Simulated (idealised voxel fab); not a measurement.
The process module that follows is named voxel self aligned vias.
Cross-sectional view cut (width: 170 nm; square cell size: 5 nm).
Cross-section format: a grid of square cells, given as bands from top to bottom; each band is one or more rows of cells.
Basically the band line says how high the top is and how high the bottom is, in nm, and then what's in it from left to right, every material with its width in nm. Empty space shows up as "air", and if a single material carries "edge to edge" it runs the full band edge to edge.
Height reference: 0 = level under which incoming wafer is all one material. Lowest band: no bottom, runs on downward, e.g. "0 down".
Note: "30..40" means the width goes from the first number (top row of the band) to the second number (bottom row) in equal steps per row of cells.
Key: "remained unchanged" - step with no changed cell in the cross-section.
Reported under the label "Closed voids list" are the empty spaces having no open way to the top and comprising 8 cells or more; the notation for each is width x height at distance, in which the distance is measured from the left edge and all three values are in nm.
Post-settings text on a step line: simulator's own remark regarding the step.
A step's line can hold "overlay nm"; with a mask on that step, the setting says how far right of the planned place the mask lay, while a negative setting says it lay to the left.
## Planned step list for the process
1) RECEIVE | material Si
2) CONFORMAL_DEP | material SiO2 | thk nm 10
3) CONFORMAL_DEP | material SiCN | thk nm 5
4) DIRECTIONAL_DEP | material lowk | thk nm 20
5) MASKED_ETCH | tone open | mask id LINES | width nm 30 | pitch nm 80 | etch materials lowk | depth nm 20 | overlay nm 0
6) CONFORMAL_DEP | material TiN | thk nm 5
7) FILL_DEP | material Ru | thk nm 10
8) CMP | height nm 35
9) SELECTIVE_ETCH | etch materials W Ru TiN | depth nm 5
10) FILL_DEP | material SiN | thk nm 5
11) CMP | height nm 35
12) DIRECTIONAL_DEP | material lowk | thk nm 20
13) DIRECTIONAL_DEP | material aC | thk nm 10
14) PATTERN | tone open | mask id VIAS | material resist | width nm 50 | thk nm 30 | overlay nm 0
15) DIRECTIONAL_ETCH | etch materials aC | depth nm 10
16) STRIP | etch materials resist
17) DIRECTIONAL_ETCH | etch materials lowk | depth nm 20
18) DIRECTIONAL_ETCH | etch materials SiN | depth nm 5
19) STRIP | etch materials aC
20) CONFORMAL_DEP | material TiN | thk nm 5
21) FILL_DEP | material Ru | thk nm 10
22) CMP | height nm 55
23) CONFORMAL_DEP | material SiCN | thk nm 5
## Run as planned: first of two wafers
## As-received state of the wafer in cross-section, equivalent to post-step 1
- 0 down | Si edge to edge
- Closed voids list: none
## How the wafer stands in section after step 2
- 10 to 0 | SiO2 edge to edge
- Below 0, no change.
## How the wafer stands in section after step 3
- 15 to 10 | SiCN edge to edge
- Below 10, no change.
## How the wafer stands in section after step 4
- 35 to 15 | lowk edge to edge
- Below 15, no change.
## How the wafer stands in section after step 5
- 35 to 15 | lowk 30; air 30; lowk 50; air 30; lowk 30
- Below 15, no change.
## How the wafer stands in section after step 6
- 40 to 35 | TiN 35; air 20; TiN 60; air 20; TiN 35
- 35 to 20 | lowk 30; TiN 5; air 20; TiN 5; lowk 50; TiN 5; air 20; TiN 5; lowk 30
- 20 to 15 | lowk 30; TiN 30; lowk 50; TiN 30; lowk 30
- Below 15, no change.
## How the wafer stands in section after step 7
- 50 to 40 | Ru edge to edge
- 40 to 35 | TiN 35; Ru 20; TiN 60; Ru 20; TiN 35
- 35 to 20 | lowk 30; TiN 5; Ru 20; TiN 5; lowk 50; TiN 5; Ru 20; TiN 5; lowk 30
- Below 20, no change.
## How the wafer stands in section after step 8
- 35 to 20 | lowk 30; TiN 5; Ru 20; TiN 5; lowk 50; TiN 5; Ru 20; TiN 5; lowk 30
- Below 20, no change.
## How the wafer stands in section after step 9
- 35 to 30 | lowk 30; air 30; lowk 50; air 30; lowk 30
- Below 30, no change.
## How the wafer stands in section after step 10
- 40 to 35 | SiN edge to edge
- 35 to 30 | lowk 30; SiN 30; lowk 50; SiN 30; lowk 30
- Below 30, no change.
## How the wafer stands in section after step 11
- 35 to 30 | lowk 30; SiN 30; lowk 50; SiN 30; lowk 30
- Below 30, no change.
## How the wafer stands in section after step 12
- 55 to 35 | lowk edge to edge
- Below 35, no change.
## How the wafer stands in section after step 13
- 65 to 55 | aC edge to edge
- Below 55, no change.
## How the wafer stands in section after step 14
- 95 to 65 | resist 20; air 50; resist 100
- Below 65, no change.
## How the wafer stands in section after step 15
- 85 to 65 | resist 20; air 50; resist 100
- 65 to 55 | aC 20; air 50; aC 100
- Below 55, no change.
## How the wafer stands in section after step 16
- 65 to 55 | aC 20; air 50; aC 100
- Below 55, no change.
## How the wafer stands in section after step 17
- 65 to 55 | aC 20; air 50; aC 100
- 55 to 35 | lowk 20; air 50; lowk 100
- Below 35, no change.
## How the wafer stands in section after step 18
- 65 to 55 | aC 20; air 50; aC 100
- 55 to 35 | lowk 20; air 50; lowk 100
- 35 to 30 | lowk 30; air 30; lowk 50; SiN 30; lowk 30
- Below 30, no change.
## How the wafer stands in section after step 19
- 55 to 35 | lowk 20; air 50; lowk 100
- Below 35, no change.
## How the wafer stands in section after step 20
- 60 to 55 | TiN 25; air 40; TiN 105
- 55 to 40 | lowk 20; TiN 5; air 40; TiN 5; lowk 100
- 40 to 35 | lowk 20; TiN 15; air 20; TiN 15; lowk 100
- 35 to 30 | lowk 30; TiN 30; lowk 50; SiN 30; lowk 30
- Below 30, no change.
## How the wafer stands in section after step 21
- 70 to 60 | Ru edge to edge
- 60 to 55 | TiN 25; Ru 40; TiN 105
- 55 to 40 | lowk 20; TiN 5; Ru 40; TiN 5; lowk 100
- 40 to 35 | lowk 20; TiN 15; Ru 20; TiN 15; lowk 100
- Below 35, no change.
## How the wafer stands in section after step 22
- 55 to 40 | lowk 20; TiN 5; Ru 40; TiN 5; lowk 100
- Below 40, no change.
## How the wafer stands in section after step 23
- 60 to 55 | SiCN edge to edge
- Below 55, no change.
## What follows concerns the second wafer, which started out like the first and was meant to follow the very same plan; one mistake crept in when it was run, but everything up to and including step 4 is the same as for the first wafer
## Second wafer shown in cross-section at the time step 5 was slated to end
- 35 to 15 | air 30; lowk 30; air 50; lowk 30; air 30
- Below 15, no change.
## Second wafer shown in cross-section at the time step 6 was slated to end
- 40 to 35 | air 25; TiN 40; air 40; TiN 40; air 25
- 35 to 20 | air 25; TiN 5; lowk 30; TiN 5; air 40; TiN 5; lowk 30; TiN 5; air 25
- 20 to 15 | TiN 30; lowk 30; TiN 50; lowk 30; TiN 30
- Below 15, no change.
## Second wafer shown in cross-section at the time step 7 was slated to end
- 50 to 40 | Ru edge to edge
- 40 to 35 | Ru 25; TiN 40; Ru 40; TiN 40; Ru 25
- 35 to 20 | Ru 25; TiN 5; lowk 30; TiN 5; Ru 40; TiN 5; lowk 30; TiN 5; Ru 25
- Below 20, no change.
## Second wafer shown in cross-section at the time step 8 was slated to end
- 35 to 20 | Ru 25; TiN 5; lowk 30; TiN 5; Ru 40; TiN 5; lowk 30; TiN 5; Ru 25
- Below 20, no change.
## Second wafer shown in cross-section at the time step 9 was slated to end
- 35 to 30 | air 30; lowk 30; air 50; lowk 30; air 30
- Below 30, no change.
## Second wafer shown in cross-section at the time step 10 was slated to end
- 40 to 35 | SiN edge to edge
- 35 to 30 | SiN 30; lowk 30; SiN 50; lowk 30; SiN 30
- Below 30, no change.
## Second wafer shown in cross-section at the time step 11 was slated to end
- 35 to 30 | SiN 30; lowk 30; SiN 50; lowk 30; SiN 30
- Below 30, no change.
## Second wafer shown in cross-section at the time step 12 was slated to end
- 55 to 35 | lowk edge to edge
- Below 35, no change.
## Second wafer shown in cross-section at the time step 13 was slated to end
- 65 to 55 | aC edge to edge
- Below 55, no change.
## Second wafer shown in cross-section at the time step 14 was slated to end
- 95 to 65 | resist 20; air 50; resist 100
- Below 65, no change.
## Second wafer shown in cross-section at the time step 15 was slated to end
- 85 to 65 | resist 20; air 50; resist 100
- 65 to 55 | aC 20; air 50; aC 100
- Below 55, no change.
## Second wafer shown in cross-section at the time step 16 was slated to end
- 65 to 55 | aC 20; air 50; aC 100
- Below 55, no change.
## Second wafer shown in cross-section at the time step 17 was slated to end
- 65 to 55 | aC 20; air 50; aC 100
- 55 to 35 | lowk 20; air 50; lowk 100
- Below 35, no change.
## Second wafer shown in cross-section at the time step 18 was slated to end
- 65 to 55 | aC 20; air 50; aC 100
- 55 to 35 | lowk 20; air 50; lowk 100
- 35 to 30 | SiN 20; air 10; lowk 30; air 10; SiN 40; lowk 30; SiN 30
- Below 30, no change.
## Second wafer shown in cross-section at the time step 19 was slated to end
- 55 to 35 | lowk 20; air 50; lowk 100
- Below 35, no change.
## Second wafer shown in cross-section at the time step 20 was slated to end
- 60 to 55 | TiN 25; air 40; TiN 105
- 55 to 40 | lowk 20; TiN 5; air 40; TiN 5; lowk 100
- 40 to 35 | lowk 20; TiN 50; lowk 100
- 35 to 30 | SiN 20; TiN 10; lowk 30; TiN 10; SiN 40; lowk 30; SiN 30
- Below 30, no change.
## Second wafer shown in cross-section at the time step 21 was slated to end
- 70 to 60 | Ru edge to edge
- 60 to 55 | TiN 25; Ru 40; TiN 105
- 55 to 40 | lowk 20; TiN 5; Ru 40; TiN 5; lowk 100
- Below 40, no change.
## Second wafer shown in cross-section at the time step 22 was slated to end
- 55 to 40 | lowk 20; TiN 5; Ru 40; TiN 5; lowk 100
- Below 40, no change.
## Second wafer shown in cross-section at the time step 23 was slated to end
- 60 to 55 | SiCN edge to edge
- Below 55, no change.
Finding, execution versus plan: so step 5 ended up running with a different setting than we planned, it ran as MASKED_ETCH | tone cover | mask id LINES | width nm 30 | pitch nm 80 | etch materials lowk | depth nm 20 | overlay nm 0
In the final state, the cell counts of the second wafer exceed or fall short of those of the first for the following materials: Ru: 16 more; SiN: 12 more; TiN: 12 more; lowk: 40 fewer
